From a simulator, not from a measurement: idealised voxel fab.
process module | voxel released beams
cross-section cut | 160 nm wide | cells 5 nm
A cross-section is a grid of square cells, given in bands from the top down. A band is one or more rows of cells.
Each band's line starts with the height of the band's top and of its bottom, in nm. Then come its materials from left to right, each with its width in nm. One material with "throughout" fills the band from edge to edge. "air" is empty space.
Height 0 is the level under which the wafer as received is all one material. The lowest band goes on downwards, as in "0 down".
A width such as "30 to 40" changes by the same amount from each row of cells to the next, from the band's top row to its bottom row.
"no change" after a step means that no cell of the cross-section changed.
closed voids: empty space of 8 cells or more with no open way to the top, each as width x height at its distance from the left edge, in nm
after a step's settings: what the simulator itself notes on the step
overlay nm, on a step with a mask: how far to the right of its planned place the mask lay; to the left if negative
plan
1 op RECEIVE | material Si
2 op CONFORMAL_DEP | material Al2O3 | thk nm 10
3 op DIRECTIONAL_DEP | material SiO2 | thk nm 10
4 op PATTERN | tone open | mask id ANCHOR | material resist | width nm 30 | thk nm 15 | overlay nm 0
5 op DIRECTIONAL_ETCH | etch materials SiO2 | depth nm 10
6 op STRIP | etch materials resist
7 op CONFORMAL_DEP | material SiN | thk nm 10
8 op DIRECTIONAL_DEP | material aC | thk nm 15
9 op PATTERN | tone cover | mask id BEAM | material resist | width nm 95 | thk nm 30 | overlay nm 0
10 op DIRECTIONAL_ETCH | etch materials aC | depth nm 15
11 op STRIP | etch materials resist
12 op DIRECTIONAL_ETCH | etch materials SiN | depth nm 10
13 op STRIP | etch materials aC
14 op STRIP | etch materials SiO2
first wafer, as planned
as received, after step 1
  0 down: Si throughout
  closed voids: none
after step 2
  10 to 0: Al2O3 throughout
  below 0: unchanged
after step 3
  20 to 10: SiO2 throughout
  below 10: unchanged
after step 4
  35 to 20: resist 35 | air 30 | resist 95
  below 20: unchanged
after step 5
  35 to 20: resist 35 | air 30 | resist 95
  20 to 10: SiO2 35 | air 30 | SiO2 95
  below 10: unchanged
after step 6
  20 to 10: SiO2 35 | air 30 | SiO2 95
  below 10: unchanged
after step 7
  30 to 20: SiN 45 | air 10 | SiN 105
  20 to 10: SiO2 35 | SiN 30 | SiO2 95
  below 10: unchanged
after step 8
  45 to 35: aC 45 | air 10 | aC 105
  35 to 30: aC throughout
  30 to 20: SiN 45 | aC 10 | SiN 105
  below 20: unchanged
after step 9
  75 to 45: air 30 | resist 95 | air 35
  45 to 35: aC 45 | resist 10 | aC 105
  below 35: unchanged
after step 10
  60 to 45: air 30 | resist 95 | air 35
  45 to 35: air 30 | aC 15 | resist 10 | aC 70 | air 35
  35 to 30: air 30 | aC 95 | air 35
  below 30: unchanged
after step 11
  45 to 35: air 30 | aC 15 | air 10 | aC 70 | air 35
  below 35: unchanged
after step 12
  45 to 35: air 30 | aC 15 | air 10 | aC 70 | air 35
  35 to 30: air 30 | aC 95 | air 35
  30 to 20: air 30 | SiN 15 | aC 10 | SiN 70 | air 35
  below 20: unchanged
after step 13
  30 to 20: air 30 | SiN 15 | air 10 | SiN 70 | air 35
  below 20: unchanged
after step 14
  30 to 20: air 30 | SiN 15 | air 10 | SiN 70 | air 35
  20 to 10: air 35 | SiN 30 | air 95
  below 10: unchanged
second wafer: like start, like plan, one mistake. Through step 8 it matches the first wafer
when step 9 should have ended
  75 to 45: air 35 | resist 95 | air 30
  45 to 35: aC 45 | resist 10 | aC 105
  below 35: unchanged
when step 10 should have ended
  60 to 45: air 35 | resist 95 | air 30
  45 to 35: air 35 | aC 10 | resist 10 | aC 75 | air 30
  35 to 30: air 35 | aC 95 | air 30
  below 30: unchanged
when step 11 should have ended
  45 to 35: air 35 | aC 10 | air 10 | aC 75 | air 30
  below 35: unchanged
when step 12 should have ended
  45 to 35: air 35 | aC 10 | air 10 | aC 75 | air 30
  35 to 30: air 35 | aC 95 | air 30
  30 to 20: air 35 | SiN 10 | aC 10 | SiN 75 | air 30
  below 20: unchanged
when step 13 should have ended
  30 to 20: air 35 | SiN 10 | air 10 | SiN 75 | air 30
  below 20: unchanged
when step 14 should have ended
  30 to 20: air 35 | SiN 10 | air 10 | SiN 75 | air 30
  20 to 10: air 35 | SiN 30 | air 95
  below 10: unchanged
what went wrong: step 9 ran as: op PATTERN | tone cover | mask id BEAM | material resist | width nm 95 | thk nm 30 | overlay nm 5
at the end the second wafer has, in cells: as many of each material as the first, in other places
